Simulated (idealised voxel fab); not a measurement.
Process module heading - voxel self aligned contacts
The cross-section on display is named cut; it measures 260 nm wide, and its cells are 5 nm squares.
Cross-section layout: square cells on a grid; listed as bands, top to bottom; a band spans one or more cell rows.
Each band's line starts with the height of the band's top and of its bottom, in nm. Then come its materials from left to right, each with its width in nm. One material with "all across" fills the band from edge to edge. "blank" is empty space.
The level at which height equals 0 is the one under which the wafer, as it arrives, is entirely one material. No lower edge exists for the bottom band, which continues downward and is notated as in "0 -> down".
A width such as "30 to 40" changes by the same amount from each row of cells to the next, from the band's top row to its bottom row.
It should be understood that the words "all unchanged", when stated for a given step, signify that the cross-section underwent no change in any of its cells during that step.
What "Enclosed cavity list" gives you is every empty space of 8 cells or more that is cut off from the top. Each appears as width x height at distance, with the distance taken from the left edge and width, height and distance all in nm.
That trailing text on a step's line, after the settings, is the simulator's own remark on the step.
What "overlay nm" on a step's line means: if the step has a mask, that mask lay this far to the right of its planned place, or, when the value is negative, to the left.

The steps planned for the process are as follows:
1 RECEIVE, material Si
2 CONFORMAL_DEP, material SiO2, thk nm 5
3 DIRECTIONAL_DEP, material polySi, thk nm 30
4 DIRECTIONAL_DEP, material SiN, thk nm 15
5 MASKED_ETCH, tone cover, mask id GATE, width nm 25, pitch nm 55, etch materials SiN, depth nm 15, overlay nm 0
6 MASKED_ETCH, tone cover, mask id GATE, width nm 25, pitch nm 55, etch materials polySi, depth nm 30, overlay nm 0
7 CONFORMAL_DEP, material SiN, thk nm 5
8 DIRECTIONAL_ETCH, etch materials SiN, depth nm 5
9 FILL_DEP, material SiO2, thk nm 20
10 CMP, height nm 60
11 PATTERN, tone open, mask id CONTACT, material resist, width nm 40, thk nm 20, overlay nm 0
12 DIRECTIONAL_ETCH, etch materials SiO2, depth nm 60
13 STRIP, etch materials resist
14 CONFORMAL_DEP, material TiN, thk nm 5
15 FILL_DEP, material Ru, thk nm 5
16 CMP, height nm 60
17 CONFORMAL_DEP, material SiCN, thk nm 5

Wafer cross-section on receipt, i.e. after step 1:
    0 -> down = Si all across
    Enclosed cavity list: none

A wafer at the end: this start, this plan, one mistake:
    65 -> 60 = SiCN all across
    60 -> 50 = Ru 105 to 80  TiN 5 to 30  SiO2 40  TiN 5 to 30  Ru 105 to 80
    50 -> 35 = Ru 80  TiN 5  SiN 35  SiO2 20  SiN 35  TiN 5  Ru 80
    35 -> 5 = Ru 80  TiN 5  SiN 5  polySi 25  SiN 5  SiO2 20  SiN 5  polySi 25  SiN 5  TiN 5  Ru 80
    5 -> 0 = TiN 85  SiO2 90  TiN 85
    0 -> down = Si all across
    Enclosed cavity list: none
Where did the run depart from the plan? step 11 ran with different settings than intended, the actual operation and settings being PATTERN, tone cover, mask id CONTACT, material resist, width nm 40, thk nm 20, overlay nm 0
